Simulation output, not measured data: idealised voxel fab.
process module | voxel self aligned contacts
Each square cell in cross-section cut measures 5 nm, and the section as a whole is 300 nm wide.
Cross-section = grid of square cells, listed top down in bands; band = one or more rows.
Per band: top height and bottom height in nm, followed by the left-to-right materials and their widths in nm; "edge to edge" marks a single material spanning edge to edge, "air" marks empty space.
Convention: height 0 is the level below which the wafer, as received, is all one material. The lowest band does not terminate at the bottom but continues downward, represented as "top 0, no bottom".
So if you see something like "30..40" for the width, read it as the top row of the band sitting at the first number and the bottom row at the second, with every row in between moving by the same amount as the last.
"all unchanged" -> step changed no cross-section cell.
Entry "Completely enclosed voids". Content: empty spaces with no open connection to the top, size 8 cells or greater. Each: width x height at distance. Distance: from left edge. Unit: nm.
What comes after the settings on a step's line is commentary from the simulator itself on that step.
The setting "overlay nm" may be written on the line of a step. When the step uses a mask, the value reports how far to the right of the planned place the mask lay, and a negative value reports that it lay to the left.

### Here's what the planned process steps look like
| 1 | RECEIVE [material Si] |
| 2 | OXIDIZE [depth nm 5] |
| 3 | DIRECTIONAL_DEP [material polySi] [thk nm 20] |
| 4 | DIRECTIONAL_DEP [material SiN] [thk nm 15] |
| 5 | MASKED_ETCH [tone cover] [mask id GATE] [width nm 25] [pitch nm 60] [etch materials SiN] [depth nm 15] [overlay nm 0] |
| 6 | MASKED_ETCH [tone cover] [mask id GATE] [width nm 25] [pitch nm 60] [etch materials polySi] [depth nm 20] [overlay nm 0] |
| 7 | CONFORMAL_DEP [material SiN] [thk nm 5] |
| 8 | DIRECTIONAL_ETCH [etch materials SiN] [depth nm 5] |
| 9 | FILL_DEP [material SiO2] [thk nm 15] |
| 10 | CMP [height nm 40] |
| 11 | DIRECTIONAL_DEP [material aC] [thk nm 10] |
| 12 | PATTERN [tone open] [mask id CONTACT] [material resist] [width nm 45] [thk nm 30] [overlay nm 0] |
| 13 | DIRECTIONAL_ETCH [etch materials aC] [depth nm 10] |
| 14 | STRIP [etch materials resist] |
| 15 | DIRECTIONAL_ETCH [etch materials SiO2] [depth nm 45] |
| 16 | STRIP [etch materials aC] |
| 17 | CONFORMAL_DEP [material TiN] [thk nm 5] |
| 18 | FILL_DEP [material Ru] [thk nm 5] |
| 19 | CMP [height nm 40] |
| 20 | CONFORMAL_DEP [material SiN] [thk nm 5] |

### First wafer out of two, processed as planned

### Delivered wafer in cross-section: state after step 1
> top 0, no bottom: Si edge to edge
> Completely enclosed voids: none

### after step 2
> top 0, bottom -5: SiO2 edge to edge
> Everything below -5 is unchanged.

### after step 3
> top 20, bottom 0: polySi edge to edge
> Everything below 0 is unchanged.

### after step 4
> top 35, bottom 20: SiN edge to edge
> Everything below 20 is unchanged.

### after step 5
> top 35, bottom 20: air 105 nm  SiN 25 nm  air 35 nm  SiN 25 nm  air 110 nm
> Everything below 20 is unchanged.

### after step 6
> top 35, bottom 20: air 105 nm  SiN 25 nm  air 35 nm  SiN 25 nm  air 110 nm
> top 20, bottom 0: air 105 nm  polySi 25 nm  air 35 nm  polySi 25 nm  air 110 nm
> Everything below 0 is unchanged.

### after step 7
> top 40, bottom 20: air 100 nm  SiN 35 nm  air 25 nm  SiN 35 nm  air 105 nm
> top 20, bottom 5: air 100 nm  SiN 5 nm  polySi 25 nm  SiN 5 nm  air 25 nm  SiN 5 nm  polySi 25 nm  SiN 5 nm  air 105 nm
> top 5, bottom 0: SiN 105 nm  polySi 25 nm  SiN 35 nm  polySi 25 nm  SiN 110 nm
> Everything below 0 is unchanged.

### after step 8
> top 35, bottom 20: air 100 nm  SiN 35 nm  air 25 nm  SiN 35 nm  air 105 nm
> top 20, bottom 0: air 100 nm  SiN 5 nm  polySi 25 nm  SiN 5 nm  air 25 nm  SiN 5 nm  polySi 25 nm  SiN 5 nm  air 105 nm
> Everything below 0 is unchanged.

### after step 9
> top 50, bottom 35: SiO2 edge to edge
> top 35, bottom 20: SiO2 100 nm  SiN 35 nm  SiO2 25 nm  SiN 35 nm  SiO2 105 nm
> top 20, bottom 0: SiO2 100 nm  SiN 5 nm  polySi 25 nm  SiN 5 nm  SiO2 25 nm  SiN 5 nm  polySi 25 nm  SiN 5 nm  SiO2 105 nm
> Everything below 0 is unchanged.

### after step 10
> top 40, bottom 35: SiO2 edge to edge
> Everything below 35 is unchanged.

### after step 11
> top 50, bottom 40: aC edge to edge
> Everything below 40 is unchanged.

### after step 12
> top 80, bottom 50: resist 125 nm  air 45 nm  resist 130 nm
> Everything below 50 is unchanged.

### after step 13
> top 70, bottom 50: resist 125 nm  air 45 nm  resist 130 nm
> top 50, bottom 40: aC 125 nm  air 45 nm  aC 130 nm
> Everything below 40 is unchanged.

### after step 14
> top 50, bottom 40: aC 125 nm  air 45 nm  aC 130 nm
> Everything below 40 is unchanged.

### after step 15
> top 50, bottom 40: aC 125 nm  air 45 nm  aC 130 nm
> top 40, bottom 35: SiO2 125 nm  air 45 nm  SiO2 130 nm
> top 35, bottom 20: SiO2 100 nm  SiN 35 nm  air 25 nm  SiN 35 nm  SiO2 105 nm
> top 20, bottom 0: SiO2 100 nm  SiN 5 nm  polySi 25 nm  SiN 5 nm  air 25 nm  SiN 5 nm  polySi 25 nm  SiN 5 nm  SiO2 105 nm
> top 0, bottom -5: SiO2 135 nm  air 25 nm  SiO2 140 nm
> Everything below -5 is unchanged.

### after step 16
> top 40, bottom 35: SiO2 125 nm  air 45 nm  SiO2 130 nm
> Everything below 35 is unchanged.

### after step 17
> top 45, bottom 40: TiN 130 nm  air 35 nm  TiN 135 nm
> top 40, bottom 35: SiO2 125 nm  TiN 15 nm  air 15 nm  TiN 15 nm  SiO2 130 nm
> top 35, bottom 20: SiO2 100 nm  SiN 35 nm  TiN 5 nm  air 15 nm  TiN 5 nm  SiN 35 nm  SiO2 105 nm
> top 20, bottom 0: SiO2 100 nm  SiN 5 nm  polySi 25 nm  SiN 5 nm  TiN 5 nm  air 15 nm  TiN 5 nm  SiN 5 nm  polySi 25 nm  SiN 5 nm  SiO2 105 nm
> top 0, bottom -5: SiO2 135 nm  TiN 25 nm  SiO2 140 nm
> Everything below -5 is unchanged.

### after step 18
> top 50, bottom 45: Ru edge to edge
> top 45, bottom 40: TiN 130 nm  Ru 35 nm  TiN 135 nm
> top 40, bottom 35: SiO2 125 nm  TiN 15 nm  Ru 15 nm  TiN 15 nm  SiO2 130 nm
> top 35, bottom 20: SiO2 100 nm  SiN 35 nm  TiN 5 nm  Ru 15 nm  TiN 5 nm  SiN 35 nm  SiO2 105 nm
> top 20, bottom 0: SiO2 100 nm  SiN 5 nm  polySi 25 nm  SiN 5 nm  TiN 5 nm  Ru 15 nm  TiN 5 nm  SiN 5 nm  polySi 25 nm  SiN 5 nm  SiO2 105 nm
> Everything below 0 is unchanged.

### after step 19
> top 40, bottom 35: SiO2 125 nm  TiN 15 nm  Ru 15 nm  TiN 15 nm  SiO2 130 nm
> Everything below 35 is unchanged.

### after step 20
> top 45, bottom 40: SiN edge to edge
> Everything below 40 is unchanged.

### Notes, second wafer: start = first wafer's, plan = first wafer's, execution had one mistake; history identical to first through step 5

### Look at the second wafer in cross-section at the time step 6 ought to have finished
> top 35, bottom 20: air 105 nm  SiN 25 nm  air 35 nm  SiN 25 nm  air 110 nm
> top 20, bottom 0: air 100 nm  polySi 30 nm  air 30 nm  polySi 30 nm  air 110 nm
> Everything below 0 is unchanged.

### Look at the second wafer in cross-section at the time step 7 ought to have finished
> top 40, bottom 25: air 100 nm  SiN 35 nm  air 25 nm  SiN 35 nm  air 105 nm
> top 25, bottom 20: air 95 nm  SiN 40 nm  air 20 nm  SiN 40 nm  air 105 nm
> top 20, bottom 5: air 95 nm  SiN 5 nm  polySi 30 nm  SiN 5 nm  air 20 nm  SiN 5 nm  polySi 30 nm  SiN 5 nm  air 105 nm
> top 5, bottom 0: SiN 100 nm  polySi 30 nm  SiN 30 nm  polySi 30 nm  SiN 110 nm
> Everything below 0 is unchanged.

### Look at the second wafer in cross-section at the time step 8 ought to have finished
> top 35, bottom 20: air 100 nm  SiN 35 nm  air 25 nm  SiN 35 nm  air 105 nm
> top 20, bottom 0: air 95 nm  SiN 5 nm  polySi 30 nm  SiN 5 nm  air 20 nm  SiN 5 nm  polySi 30 nm  SiN 5 nm  air 105 nm
> Everything below 0 is unchanged.

### Look at the second wafer in cross-section at the time step 9 ought to have finished
> top 50, bottom 35: SiO2 edge to edge
> top 35, bottom 20: SiO2 100 nm  SiN 35 nm  SiO2 25 nm  SiN 35 nm  SiO2 105 nm
> top 20, bottom 0: SiO2 95 nm  SiN 5 nm  polySi 30 nm  SiN 5 nm  SiO2 20 nm  SiN 5 nm  polySi 30 nm  SiN 5 nm  SiO2 105 nm
> Everything below 0 is unchanged.

### Look at the second wafer in cross-section at the time step 10 ought to have finished
> top 40, bottom 35: SiO2 edge to edge
> Everything below 35 is unchanged.

### Look at the second wafer in cross-section at the time step 11 ought to have finished
> top 50, bottom 40: aC edge to edge
> Everything below 40 is unchanged.

### Look at the second wafer in cross-section at the time step 12 ought to have finished
> top 80, bottom 50: resist 125 nm  air 45 nm  resist 130 nm
> Everything below 50 is unchanged.

### Look at the second wafer in cross-section at the time step 13 ought to have finished
> top 70, bottom 50: resist 125 nm  air 45 nm  resist 130 nm
> top 50, bottom 40: aC 125 nm  air 45 nm  aC 130 nm
> Everything below 40 is unchanged.

### Look at the second wafer in cross-section at the time step 14 ought to have finished
> top 50, bottom 40: aC 125 nm  air 45 nm  aC 130 nm
> Everything below 40 is unchanged.

### Look at the second wafer in cross-section at the time step 15 ought to have finished
> top 50, bottom 40: aC 125 nm  air 45 nm  aC 130 nm
> top 40, bottom 35: SiO2 125 nm  air 45 nm  SiO2 130 nm
> top 35, bottom 20: SiO2 100 nm  SiN 35 nm  air 25 nm  SiN 35 nm  SiO2 105 nm
> top 20, bottom 0: SiO2 95 nm  SiN 5 nm  polySi 30 nm  SiN 5 nm  air 20 nm  SiN 5 nm  polySi 30 nm  SiN 5 nm  SiO2 105 nm
> top 0, bottom -5: SiO2 135 nm  air 20 nm  SiO2 145 nm
> Everything below -5 is unchanged.

### Look at the second wafer in cross-section at the time step 16 ought to have finished
> top 40, bottom 35: SiO2 125 nm  air 45 nm  SiO2 130 nm
> Everything below 35 is unchanged.

### Look at the second wafer in cross-section at the time step 17 ought to have finished
> top 45, bottom 40: TiN 130 nm  air 35 nm  TiN 135 nm
> top 40, bottom 35: SiO2 125 nm  TiN 15 nm  air 15 nm  TiN 15 nm  SiO2 130 nm
> top 35, bottom 25: SiO2 100 nm  SiN 35 nm  TiN 5 nm  air 15 nm  TiN 5 nm  SiN 35 nm  SiO2 105 nm
> top 25, bottom 20: SiO2 100 nm  SiN 35 nm  TiN 5 nm  air 10 nm  TiN 10 nm  SiN 35 nm  SiO2 105 nm
> top 20, bottom 0: SiO2 95 nm  SiN 5 nm  polySi 30 nm  SiN 5 nm  TiN 5 nm  air 10 nm  TiN 5 nm  SiN 5 nm  polySi 30 nm  SiN 5 nm  SiO2 105 nm
> top 0, bottom -5: SiO2 135 nm  TiN 20 nm  SiO2 145 nm
> Everything below -5 is unchanged.

### Look at the second wafer in cross-section at the time step 18 ought to have finished
> top 50, bottom 45: Ru edge to edge
> top 45, bottom 40: TiN 130 nm  Ru 35 nm  TiN 135 nm
> top 40, bottom 35: SiO2 125 nm  TiN 15 nm  Ru 15 nm  TiN 15 nm  SiO2 130 nm
> top 35, bottom 25: SiO2 100 nm  SiN 35 nm  TiN 5 nm  Ru 15 nm  TiN 5 nm  SiN 35 nm  SiO2 105 nm
> top 25, bottom 20: SiO2 100 nm  SiN 35 nm  TiN 5 nm  Ru 10 nm  TiN 10 nm  SiN 35 nm  SiO2 105 nm
> top 20, bottom 0: SiO2 95 nm  SiN 5 nm  polySi 30 nm  SiN 5 nm  TiN 5 nm  Ru 10 nm  TiN 5 nm  SiN 5 nm  polySi 30 nm  SiN 5 nm  SiO2 105 nm
> Everything below 0 is unchanged.

### Look at the second wafer in cross-section at the time step 19 ought to have finished
> top 40, bottom 35: SiO2 125 nm  TiN 15 nm  Ru 15 nm  TiN 15 nm  SiO2 130 nm
> Everything below 35 is unchanged.

### Look at the second wafer in cross-section at the time step 20 ought to have finished
> top 45, bottom 40: SiN edge to edge
> Everything below 40 is unchanged.
Finding, execution versus plan: it should be noted that step 6 was executed with settings other than those planned, the operation and settings actually applied being MASKED_ETCH [tone cover] [mask id GATE] [width nm 25] [pitch nm 60] [etch materials polySi] [depth nm 20] [overlay nm -5]
Count the cells at the end and the second wafer has more or fewer of some materials than the first: Ru -5 | SiO2 -3 | polySi +8
